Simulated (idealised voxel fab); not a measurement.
Name of the process module below: voxel capacitor over wiring
Cross-sectional view cut (width: 300 nm; square cell size: 5 nm).
We lay out every cross-section as a grid of square cells and spell it out in bands from the top down, where one band means one or more rows of cells.
Band: top height; bottom height; in nm. Then, left to right: material with width in nm, for each material. "everywhere": a single material spanning edge to edge. "blank": empty space.
Heights from 0 (as-received wafer is one material below). Bottom band endless downward, as "0 -> down".
With a width like "30..40", each row of cells in the band differs from the next by the same amount, the top row carrying the first number and the bottom row the second.
A step reported as "no alterations made" is a step in which no cell of the cross-section changed.
The entry titled "Voids, fully enclosed" provides the empty spaces that have no open way to the top, restricted to those of 8 cells or more. Each is presented as width x height at distance, the distance being measured from the left edge, with all three in nm.
That trailing text on a step's line, after the settings, is the simulator's own remark on the step.
overlay nm: how far to the right of its planned place the mask lay on this masked step (negative: to the left).

## Listed below are the process steps as planned
1: RECEIVE | material Si
2: CONFORMAL_DEP | material SiO2 | thk nm 15
3: CONFORMAL_DEP | material SiCN | thk nm 5
4: DIRECTIONAL_DEP | material SiO2 | thk nm 20
5: DIRECTIONAL_DEP | material aC | thk nm 15
6: PATTERN | tone open | mask id METAL_1 | material resist | width nm 25 | pitch nm 80 | thk nm 30 | overlay nm 0
7: DIRECTIONAL_ETCH | etch materials aC | depth nm 15
8: STRIP | etch materials resist
9: DIRECTIONAL_ETCH | etch materials SiO2 | depth nm 20
10: DIRECTIONAL_ETCH | etch materials SiCN | depth nm 5
11: STRIP | etch materials aC
12: CONFORMAL_DEP | material TiN | thk nm 5
13: FILL_DEP | material W | thk nm 5
14: CMP | height nm 40
15: CONFORMAL_DEP | material SiCN | thk nm 5
16: DIRECTIONAL_DEP | material SiO2 | thk nm 10
17: PATTERN | tone open | mask id PLUG_1 | material resist | width nm 15 | thk nm 20 | overlay nm 0
18: DIRECTIONAL_ETCH | etch materials SiO2 | depth nm 10
19: DIRECTIONAL_ETCH | etch materials SiCN | depth nm 5
20: STRIP | etch materials resist
21: CONFORMAL_DEP | material TiN | thk nm 5
22: FILL_DEP | material Ru | thk nm 10
23: CMP | height nm 55
24: DIRECTIONAL_DEP | material TiN | thk nm 5
25: DIRECTIONAL_DEP | material HfO2 | thk nm 5
26: DIRECTIONAL_DEP | material TiN | thk nm 5
27: MASKED_ETCH | tone cover | mask id UPPER_PLATE | width nm 60 | etch materials TiN | depth nm 5 | overlay nm 0
28: MASKED_ETCH | tone cover | mask id UPPER_PLATE | width nm 60 | etch materials HfO2 | depth nm 5 | overlay nm 0
29: MASKED_ETCH | tone cover | mask id LOWER_PLATE | width nm 70 | etch materials TiN | depth nm 5 | overlay nm 0
30: FILL_DEP | material SiO2 | thk nm 20
31: CMP | height nm 85
32: MASKED_ETCH | tone open | mask id PLUG_2 | width nm 15 | etch materials SiO2 | depth nm 15 | overlay nm 0
33: CONFORMAL_DEP | material TiN | thk nm 5
34: FILL_DEP | material Ru | thk nm 5
35: CMP | height nm 85
36: CONFORMAL_DEP | material SiCN | thk nm 5

## First wafer, two in total, run as planned

## Delivered wafer in cross-section: state after step 1
0 -> down = Si everywhere
Voids, fully enclosed: none

## Cross-sectional representation of the wafer at the conclusion of step 2
15 -> 0 = SiO2 everywhere
Below 0 it's all the same as before, nothing changed down there.

## Cross-sectional representation of the wafer at the conclusion of step 3
20 -> 15 = SiCN everywhere
Below 15 it's all the same as before, nothing changed down there.

## Cross-sectional representation of the wafer at the conclusion of step 4
40 -> 20 = SiO2 everywhere
Below 20 it's all the same as before, nothing changed down there.

## Cross-sectional representation of the wafer at the conclusion of step 5
55 -> 40 = aC everywhere
Below 40 it's all the same as before, nothing changed down there.

## Cross-sectional representation of the wafer at the conclusion of step 6
85 -> 55 = resist=95 / blank=25 / resist=55 / blank=25 / resist=100
Below 55 it's all the same as before, nothing changed down there.

## Cross-sectional representation of the wafer at the conclusion of step 7
70 -> 55 = resist=95 / blank=25 / resist=55 / blank=25 / resist=100
55 -> 40 = aC=95 / blank=25 / aC=55 / blank=25 / aC=100
Below 40 it's all the same as before, nothing changed down there.

## Cross-sectional representation of the wafer at the conclusion of step 8
55 -> 40 = aC=95 / blank=25 / aC=55 / blank=25 / aC=100
Below 40 it's all the same as before, nothing changed down there.

## Cross-sectional representation of the wafer at the conclusion of step 9
55 -> 40 = aC=95 / blank=25 / aC=55 / blank=25 / aC=100
40 -> 20 = SiO2=95 / blank=25 / SiO2=55 / blank=25 / SiO2=100
Below 20 it's all the same as before, nothing changed down there.

## Cross-sectional representation of the wafer at the conclusion of step 10
55 -> 40 = aC=95 / blank=25 / aC=55 / blank=25 / aC=100
40 -> 20 = SiO2=95 / blank=25 / SiO2=55 / blank=25 / SiO2=100
20 -> 15 = SiCN=95 / blank=25 / SiCN=55 / blank=25 / SiCN=100
Below 15 it's all the same as before, nothing changed down there.

## Cross-sectional representation of the wafer at the conclusion of step 11
40 -> 20 = SiO2=95 / blank=25 / SiO2=55 / blank=25 / SiO2=100
Below 20 it's all the same as before, nothing changed down there.

## Cross-sectional representation of the wafer at the conclusion of step 12
45 -> 40 = TiN=100 / blank=15 / TiN=65 / blank=15 / TiN=105
40 -> 20 = SiO2=95 / TiN=5 / blank=15 / TiN=5 / SiO2=55 / TiN=5 / blank=15 / TiN=5 / SiO2=100
20 -> 15 = SiCN=95 / TiN=25 / SiCN=55 / TiN=25 / SiCN=100
Below 15 it's all the same as before, nothing changed down there.

## Cross-sectional representation of the wafer at the conclusion of step 13
50 -> 45 = W everywhere
45 -> 40 = TiN=100 / W=15 / TiN=65 / W=15 / TiN=105
40 -> 20 = SiO2=95 / TiN=5 / W=15 / TiN=5 / SiO2=55 / TiN=5 / W=15 / TiN=5 / SiO2=100
Below 20 it's all the same as before, nothing changed down there.

## Cross-sectional representation of the wafer at the conclusion of step 14
40 -> 20 = SiO2=95 / TiN=5 / W=15 / TiN=5 / SiO2=55 / TiN=5 / W=15 / TiN=5 / SiO2=100
Below 20 it's all the same as before, nothing changed down there.

## Cross-sectional representation of the wafer at the conclusion of step 15
45 -> 40 = SiCN everywhere
Below 40 it's all the same as before, nothing changed down there.

## Cross-sectional representation of the wafer at the conclusion of step 16
55 -> 45 = SiO2 everywhere
Below 45 it's all the same as before, nothing changed down there.

## Cross-sectional representation of the wafer at the conclusion of step 17
75 -> 55 = resist=105 / blank=15 / resist=180
Below 55 it's all the same as before, nothing changed down there.

## Cross-sectional representation of the wafer at the conclusion of step 18
75 -> 55 = resist=105 / blank=15 / resist=180
55 -> 45 = SiO2=105 / blank=15 / SiO2=180
Below 45 it's all the same as before, nothing changed down there.

## Cross-sectional representation of the wafer at the conclusion of step 19
75 -> 55 = resist=105 / blank=15 / resist=180
55 -> 45 = SiO2=105 / blank=15 / SiO2=180
45 -> 40 = SiCN=105 / blank=15 / SiCN=180
Below 40 it's all the same as before, nothing changed down there.

## Cross-sectional representation of the wafer at the conclusion of step 20
55 -> 45 = SiO2=105 / blank=15 / SiO2=180
Below 45 it's all the same as before, nothing changed down there.

## Cross-sectional representation of the wafer at the conclusion of step 21
60 -> 55 = TiN=110 / blank=5 / TiN=185
55 -> 45 = SiO2=105 / TiN=5 / blank=5 / TiN=5 / SiO2=180
45 -> 40 = SiCN=105 / TiN=15 / SiCN=180
Below 40 it's all the same as before, nothing changed down there.

## Cross-sectional representation of the wafer at the conclusion of step 22
70 -> 60 = Ru everywhere
60 -> 55 = TiN=110 / Ru=5 / TiN=185
55 -> 45 = SiO2=105 / TiN=5 / Ru=5 / TiN=5 / SiO2=180
Below 45 it's all the same as before, nothing changed down there.

## Cross-sectional representation of the wafer at the conclusion of step 23
55 -> 45 = SiO2=105 / TiN=5 / Ru=5 / TiN=5 / SiO2=180
Below 45 it's all the same as before, nothing changed down there.

## Cross-sectional representation of the wafer at the conclusion of step 24
60 -> 55 = TiN everywhere
Below 55 it's all the same as before, nothing changed down there.

## Cross-sectional representation of the wafer at the conclusion of step 25
65 -> 60 = HfO2 everywhere
Below 60 it's all the same as before, nothing changed down there.

## Cross-sectional representation of the wafer at the conclusion of step 26
70 -> 65 = TiN everywhere
Below 65 it's all the same as before, nothing changed down there.

## Cross-sectional representation of the wafer at the conclusion of step 27
70 -> 65 = blank=105 / TiN=60 / blank=135
Below 65 it's all the same as before, nothing changed down there.

## Cross-sectional representation of the wafer at the conclusion of step 28
70 -> 65 = blank=105 / TiN=60 / blank=135
65 -> 60 = blank=105 / HfO2=60 / blank=135
Below 60 it's all the same as before, nothing changed down there.

## Cross-sectional representation of the wafer at the conclusion of step 29
70 -> 65 = blank=105 / TiN=60 / blank=135
65 -> 60 = blank=105 / HfO2=60 / blank=135
60 -> 55 = blank=100 / TiN=70 / blank=130
Below 55 it's all the same as before, nothing changed down there.

## Cross-sectional representation of the wafer at the conclusion of step 30
90 -> 70 = SiO2 everywhere
70 -> 65 = SiO2=105 / TiN=60 / SiO2=135
65 -> 60 = SiO2=105 / HfO2=60 / SiO2=135
60 -> 55 = SiO2=100 / TiN=70 / SiO2=130
Below 55 it's all the same as before, nothing changed down there.

## Cross-sectional representation of the wafer at the conclusion of step 31
85 -> 70 = SiO2 everywhere
Below 70 it's all the same as before, nothing changed down there.

## Cross-sectional representation of the wafer at the conclusion of step 32
85 -> 70 = SiO2=115 / blank=15 / SiO2=170
Below 70 it's all the same as before, nothing changed down there.

## Cross-sectional representation of the wafer at the conclusion of step 33
90 -> 85 = TiN=120 / blank=5 / TiN=175
85 -> 75 = SiO2=115 / TiN=5 / blank=5 / TiN=5 / SiO2=170
75 -> 65 = SiO2=115..105 / TiN=15..60 / SiO2=170..135
Below 65 it's all the same as before, nothing changed down there.

## Cross-sectional representation of the wafer at the conclusion of step 34
95 -> 90 = Ru everywhere
90 -> 85 = TiN=120 / Ru=5 / TiN=175
85 -> 75 = SiO2=115 / TiN=5 / Ru=5 / TiN=5 / SiO2=170
Below 75 it's all the same as before, nothing changed down there.

## Cross-sectional representation of the wafer at the conclusion of step 35
85 -> 75 = SiO2=115 / TiN=5 / Ru=5 / TiN=5 / SiO2=170
Below 75 it's all the same as before, nothing changed down there.

## Cross-sectional representation of the wafer at the conclusion of step 36
90 -> 85 = SiCN everywhere
Below 85 it's all the same as before, nothing changed down there.

## Okay, second wafer. Nothing different at the start, nothing different in the plan, just one mistake somewhere in the running. As far as step 1, counting that step, it's the first wafer all over again

## Here is the second wafer in cross-section at the point where step 2 of the plan should have been done
25 -> 0 = SiO2 everywhere
Below 0 it's all the same as before, nothing changed down there.

## Here is the second wafer in cross-section at the point where step 3 of the plan should have been done
30 -> 25 = SiCN everywhere
Below 25 it's all the same as before, nothing changed down there.

## Here is the second wafer in cross-section at the point where step 4 of the plan should have been done
50 -> 30 = SiO2 everywhere
Below 30 it's all the same as before, nothing changed down there.

## Here is the second wafer in cross-section at the point where step 5 of the plan should have been done
65 -> 50 = aC everywhere
Below 50 it's all the same as before, nothing changed down there.

## Here is the second wafer in cross-section at the point where step 6 of the plan should have been done
95 -> 65 = resist=95 / blank=25 / resist=55 / blank=25 / resist=100
Below 65 it's all the same as before, nothing changed down there.

## Here is the second wafer in cross-section at the point where step 7 of the plan should have been done
80 -> 65 = resist=95 / blank=25 / resist=55 / blank=25 / resist=100
65 -> 50 = aC=95 / blank=25 / aC=55 / blank=25 / aC=100
Below 50 it's all the same as before, nothing changed down there.

## Here is the second wafer in cross-section at the point where step 8 of the plan should have been done
65 -> 50 = aC=95 / blank=25 / aC=55 / blank=25 / aC=100
Below 50 it's all the same as before, nothing changed down there.

## Here is the second wafer in cross-section at the point where step 9 of the plan should have been done
65 -> 50 = aC=95 / blank=25 / aC=55 / blank=25 / aC=100
50 -> 30 = SiO2=95 / blank=25 / SiO2=55 / blank=25 / SiO2=100
Below 30 it's all the same as before, nothing changed down there.

## Here is the second wafer in cross-section at the point where step 10 of the plan should have been done
65 -> 50 = aC=95 / blank=25 / aC=55 / blank=25 / aC=100
50 -> 30 = SiO2=95 / blank=25 / SiO2=55 / blank=25 / SiO2=100
30 -> 25 = SiCN=95 / blank=25 / SiCN=55 / blank=25 / SiCN=100
Below 25 it's all the same as before, nothing changed down there.

## Here is the second wafer in cross-section at the point where step 11 of the plan should have been done
50 -> 30 = SiO2=95 / blank=25 / SiO2=55 / blank=25 / SiO2=100
Below 30 it's all the same as before, nothing changed down there.

## Here is the second wafer in cross-section at the point where step 12 of the plan should have been done
55 -> 50 = TiN=100 / blank=15 / TiN=65 / blank=15 / TiN=105
50 -> 30 = SiO2=95 / TiN=5 / blank=15 / TiN=5 / SiO2=55 / TiN=5 / blank=15 / TiN=5 / SiO2=100
30 -> 25 = SiCN=95 / TiN=25 / SiCN=55 / TiN=25 / SiCN=100
Below 25 it's all the same as before, nothing changed down there.

## Here is the second wafer in cross-section at the point where step 13 of the plan should have been done
60 -> 55 = W everywhere
55 -> 50 = TiN=100 / W=15 / TiN=65 / W=15 / TiN=105
50 -> 30 = SiO2=95 / TiN=5 / W=15 / TiN=5 / SiO2=55 / TiN=5 / W=15 / TiN=5 / SiO2=100
Below 30 it's all the same as before, nothing changed down there.

## Here is the second wafer in cross-section at the point where step 14 of the plan should have been done
40 -> 30 = SiO2=95 / TiN=5 / W=15 / TiN=5 / SiO2=55 / TiN=5 / W=15 / TiN=5 / SiO2=100
Below 30 it's all the same as before, nothing changed down there.

## Here is the second wafer in cross-section at the point where step 15 of the plan should have been done
45 -> 40 = SiCN everywhere
Below 40 it's all the same as before, nothing changed down there.

## Here is the second wafer in cross-section at the point where step 16 of the plan should have been done
55 -> 45 = SiO2 everywhere
Below 45 it's all the same as before, nothing changed down there.

## Here is the second wafer in cross-section at the point where step 17 of the plan should have been done
75 -> 55 = resist=105 / blank=15 / resist=180
Below 55 it's all the same as before, nothing changed down there.

## Here is the second wafer in cross-section at the point where step 18 of the plan should have been done
75 -> 55 = resist=105 / blank=15 / resist=180
55 -> 45 = SiO2=105 / blank=15 / SiO2=180
Below 45 it's all the same as before, nothing changed down there.

## Here is the second wafer in cross-section at the point where step 19 of the plan should have been done
75 -> 55 = resist=105 / blank=15 / resist=180
55 -> 45 = SiO2=105 / blank=15 / SiO2=180
45 -> 40 = SiCN=105 / blank=15 / SiCN=180
Below 40 it's all the same as before, nothing changed down there.

## Here is the second wafer in cross-section at the point where step 20 of the plan should have been done
55 -> 45 = SiO2=105 / blank=15 / SiO2=180
Below 45 it's all the same as before, nothing changed down there.

## Here is the second wafer in cross-section at the point where step 21 of the plan should have been done
60 -> 55 = TiN=110 / blank=5 / TiN=185
55 -> 45 = SiO2=105 / TiN=5 / blank=5 / TiN=5 / SiO2=180
45 -> 40 = SiCN=105 / TiN=15 / SiCN=180
Below 40 it's all the same as before, nothing changed down there.

## Here is the second wafer in cross-section at the point where step 22 of the plan should have been done
70 -> 60 = Ru everywhere
60 -> 55 = TiN=110 / Ru=5 / TiN=185
55 -> 45 = SiO2=105 / TiN=5 / Ru=5 / TiN=5 / SiO2=180
Below 45 it's all the same as before, nothing changed down there.

## Here is the second wafer in cross-section at the point where step 23 of the plan should have been done
55 -> 45 = SiO2=105 / TiN=5 / Ru=5 / TiN=5 / SiO2=180
Below 45 it's all the same as before, nothing changed down there.

## Here is the second wafer in cross-section at the point where step 24 of the plan should have been done
60 -> 55 = TiN everywhere
Below 55 it's all the same as before, nothing changed down there.

## Here is the second wafer in cross-section at the point where step 25 of the plan should have been done
65 -> 60 = HfO2 everywhere
Below 60 it's all the same as before, nothing changed down there.

## Here is the second wafer in cross-section at the point where step 26 of the plan should have been done
70 -> 65 = TiN everywhere
Below 65 it's all the same as before, nothing changed down there.

## Here is the second wafer in cross-section at the point where step 27 of the plan should have been done
70 -> 65 = blank=105 / TiN=60 / blank=135
Below 65 it's all the same as before, nothing changed down there.

## Here is the second wafer in cross-section at the point where step 28 of the plan should have been done
70 -> 65 = blank=105 / TiN=60 / blank=135
65 -> 60 = blank=105 / HfO2=60 / blank=135
Below 60 it's all the same as before, nothing changed down there.

## Here is the second wafer in cross-section at the point where step 29 of the plan should have been done
70 -> 65 = blank=105 / TiN=60 / blank=135
65 -> 60 = blank=105 / HfO2=60 / blank=135
60 -> 55 = blank=100 / TiN=70 / blank=130
Below 55 it's all the same as before, nothing changed down there.

## Here is the second wafer in cross-section at the point where step 30 of the plan should have been done
90 -> 70 = SiO2 everywhere
70 -> 65 = SiO2=105 / TiN=60 / SiO2=135
65 -> 60 = SiO2=105 / HfO2=60 / SiO2=135
60 -> 55 = SiO2=100 / TiN=70 / SiO2=130
Below 55 it's all the same as before, nothing changed down there.

## Here is the second wafer in cross-section at the point where step 31 of the plan should have been done
85 -> 70 = SiO2 everywhere
Below 70 it's all the same as before, nothing changed down there.

## Here is the second wafer in cross-section at the point where step 32 of the plan should have been done
85 -> 70 = SiO2=115 / blank=15 / SiO2=170
Below 70 it's all the same as before, nothing changed down there.

## Here is the second wafer in cross-section at the point where step 33 of the plan should have been done
90 -> 85 = TiN=120 / blank=5 / TiN=175
85 -> 75 = SiO2=115 / TiN=5 / blank=5 / TiN=5 / SiO2=170
75 -> 65 = SiO2=115..105 / TiN=15..60 / SiO2=170..135
Below 65 it's all the same as before, nothing changed down there.

## Here is the second wafer in cross-section at the point where step 34 of the plan should have been done
95 -> 90 = Ru everywhere
90 -> 85 = TiN=120 / Ru=5 / TiN=175
85 -> 75 = SiO2=115 / TiN=5 / Ru=5 / TiN=5 / SiO2=170
Below 75 it's all the same as before, nothing changed down there.

## Here is the second wafer in cross-section at the point where step 35 of the plan should have been done
85 -> 75 = SiO2=115 / TiN=5 / Ru=5 / TiN=5 / SiO2=170
Below 75 it's all the same as before, nothing changed down there.

## Here is the second wafer in cross-section at the point where step 36 of the plan should have been done
90 -> 85 = SiCN everywhere
Below 85 it's all the same as before, nothing changed down there.
Want to know what went wrong? step 2 did not use the planned setting and instead ran as CONFORMAL_DEP | material SiO2 | thk nm 25
Materials where the second wafer ends with more or fewer cells than the first: 20 more of SiO2; 8 fewer of TiN; 12 fewer of W
